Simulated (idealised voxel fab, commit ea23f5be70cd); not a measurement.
You're looking at the process module voxel spacer lines.
Section cut is 260 nm wide and gridded with 5 nm square cells.
A cross-section in this document is a grid of square cells, and it is written down as bands, the top band listed before the ones below it; a band is made up of one or more rows of cells.
Within each band entry, the heights of the top and of the bottom of the band appear first, in that order and in nm; the materials of the band then follow from left to right, each with its corresponding width in nm. The designation "edge to edge" on a single material indicates that it fills the band from edge to edge; the designation "empty" indicates empty space.
Where do heights start? At 0: under that level the wafer as delivered is made of one material only. And the lowest band has no floor; it just carries on downward, as in "0..down".
Think of "30..40" as a width that walks from the first number to the second as you go down the band, top row to bottom row, taking equal-sized steps from row to row.
Key: "remained the same" - step with no changed cell in the cross-section.
What "Enclosed void entries" gives you is every empty space of 8 cells or more that is cut off from the top. Each appears as width x height at distance, with the distance taken from the left edge and width, height and distance all in nm.
Whatever follows a step's settings on its line is a remark the simulator itself makes about that step.
"overlay nm", when on a step's line for a step with a mask, measures how far to the right of its planned place the mask lay; a negative measure means to the left.
**Process steps - plan**
- 1: RECEIVE (material Si)
- 2: CONFORMAL_DEP (material Al2O3; thk nm 10)
- 3: DIRECTIONAL_DEP (material W; thk nm 10)
- 4: DIRECTIONAL_DEP (material aC; thk nm 30)
- 5: PATTERN (tone cover; mask id MANDREL; material resist; width nm 20; pitch nm 60; thk nm 40; overlay nm 0)
- 6: DIRECTIONAL_ETCH (etch materials aC; depth nm 30)
- 7: STRIP (etch materials resist)
- 8: CONFORMAL_DEP (material SiO2; thk nm 10)
- 9: DIRECTIONAL_ETCH (etch materials SiO2; depth nm 10)
- 10: STRIP (etch materials aC)
- 11: DIRECTIONAL_ETCH (etch materials W; depth nm 10)
- 12: STRIP (etch materials SiO2)
- 13: FILL_DEP (material lowk; thk nm 5)
- 14: CMP (height nm 20)
**Received-state cross-section, reflecting completion of step 1**
  0..down  Si edge to edge
  Enclosed void entries: none
**Starting structure and process plan are as shown above, but one mistake was made in running the module; the wafer cross-section at the end of the module follows**
  20..10  45 lowk | 10 W | 30 lowk | 10 W | 10 lowk | 10 W | 30 lowk | 10 W | 10 lowk | 10 W | 30 lowk | 10 W | 45 lowk
  10..0  Al2O3 edge to edge
  0..down  Si edge to edge
  Enclosed void entries: none
Processing error: step 5, actual vs plan mismatch, actual run PATTERN (tone cover; mask id MANDREL; material resist; width nm 30; pitch nm 60; thk nm 40; overlay nm 0)
